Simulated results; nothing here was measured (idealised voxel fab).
This section sets out a process module, namely voxel plated lines.
We display cut, a cross-section 140 nm in width whose square cells are each 5 nm.
When this document writes out a cross-section, it uses a grid of square cells and lists it as bands, beginning at the top and moving down, with a band standing for one or more rows of cells. The band entry comprises the height of the band's top followed by the height of its bottom, expressed in nm, and subsequently the band's materials from left to right, each stated together with its width in nm. Where a single material is marked with the word "throughout", that material fills the band from edge to edge. The word "blank" represents empty space. Below 0: as-received wafer, all one material; heights counted from there. Lowest band: no bottom, goes on down, written "from 0 down". The width entry "30 to 40" should be interpreted row by row: the top row of cells in the band takes the first number, the bottom row takes the second number, and the change between adjacent rows is uniform throughout. "no change occurred", as given for a step, is the statement that not any cell of the cross-section underwent a change during that step. So "Fully sealed cavities" is basically the list of trapped voids: any empty space of 8 cells or more that can't reach the top through an opening. They're written width x height at distance, the distance being from the left edge, and it's all nm. The remark found on a step's line after its settings is issued by the simulator itself and pertains to that step. "overlay nm" answers the question of how far to the right of plan the mask lay on a step that has a mask, and when it is negative the answer is to the left.
Intended process steps
1 RECEIVE [material Si]
2 CONFORMAL_DEP [material SiN] [thk nm 5]
3 DIRECTIONAL_DEP [material TiN] [thk nm 5]
4 PATTERN [tone open] [mask id LINES] [material resist] [width nm 20] [pitch nm 45] [thk nm 20] [overlay nm 0]
5 EPI [material Ru] [thk nm 10]
6 STRIP [etch materials resist]
7 DIRECTIONAL_ETCH [etch materials TiN] [depth nm 5]
8 CONFORMAL_DEP [material SiCN] [thk nm 10]
Here's what the wafer looked like in cross-section when it arrived - that's after step 1
    from 0 down | Si throughout
    Fully sealed cavities: none
Module complete, cross-section. Starting point and plan per above. One mistake made in running the module
    from 30 to 20 | blank 5, SiCN 40, blank 5, SiCN 40, blank 5, SiCN 40, blank 5
    from 20 to 15 | blank 5, SiCN 10, Ru 20, SiCN 10, blank 5, SiCN 10, Ru 20, SiCN 10, blank 5, SiCN 10, Ru 20, SiCN 10, blank 5
    from 15 to 10 | SiCN 15, Ru 20, SiCN 25, Ru 20, SiCN 25, Ru 20, SiCN 15
    from 10 to 5 | SiCN 15, TiN 20, SiCN 25, TiN 20, SiCN 25, TiN 20, SiCN 15
    from 5 to 0 | TiN throughout
    from 0 down | Si throughout
    Fully sealed cavities: none
In executing the process, a mistake was made relative to the plan: step 2 was processed under conditions differing from the plan, specifically as CONFORMAL_DEP [material TiN] [thk nm 5]
